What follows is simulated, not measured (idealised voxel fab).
process module | voxel tone inversion
cross-section cut | 250 nm wide | cells 5 nm
A cross-section is a grid of square cells, given in bands from the top down. A band is one or more rows of cells.
Each band's line starts with the height of the band's top and of its bottom, in nm. Then come its materials from left to right, each with its width in nm. One material with "throughout" fills the band from edge to edge. "air" is empty space.
Height 0 is the level under which the wafer as received is all one material. The lowest band goes on downwards, as in "0 down".
A width such as "30 to 40" changes by the same amount from each row of cells to the next, from the band's top row to its bottom row.
"no change" after a step means that no cell of the cross-section changed.
closed voids: empty space of 8 cells or more with no open way to the top, each as width x height at its distance from the left edge, in nm
after a step's settings: what the simulator itself notes on the step
overlay nm, on a step with a mask: how far to the right of its planned place the mask lay; to the left if negative
plan
1 op RECEIVE | material Si
2 op CONFORMAL_DEP | material SiN | thk nm 5
3 op DIRECTIONAL_DEP | material aC | thk nm 20
4 op PATTERN | tone cover | mask id POSTS | material resist | width nm 20 | pitch nm 45 | thk nm 30 | overlay nm 0
5 op DIRECTIONAL_ETCH | etch materials aC | depth nm 20
6 op STRIP | etch materials resist
7 op FILL_DEP | material SiO2 | thk nm 5
8 op CMP | height nm 25
9 op STRIP | etch materials aC
10 op CONFORMAL_DEP | material TiN | thk nm 5
11 op FILL_DEP | material W | thk nm 5
12 op CMP | height nm 25
13 op CONFORMAL_DEP | material SiCN | thk nm 5
as received, after step 1
  0 down: Si throughout
  closed voids: none
first wafer at the end, as planned
  30 to 25: SiCN throughout
  25 to 10: SiO2 90 | TiN 5 | W 10 | TiN 5 | SiO2 25 | TiN 5 | W 10 | TiN 5 | SiO2 95
  10 to 5: SiO2 90 | TiN 20 | SiO2 25 | TiN 20 | SiO2 95
  5 to 0: SiN throughout
  0 down: Si throughout
  closed voids: none
second wafer at the end: like start, like plan, one mistake
  30 to 25: SiCN throughout
  25 to 0: SiN throughout
  0 down: Si throughout
  closed voids: none
what went wrong: step 3 ran as: op DIRECTIONAL_DEP | material SiN | thk nm 20
at the end the second wafer has, in cells: 200 more of SiN | 168 fewer of SiO2 | 20 fewer of TiN | 12 fewer of W
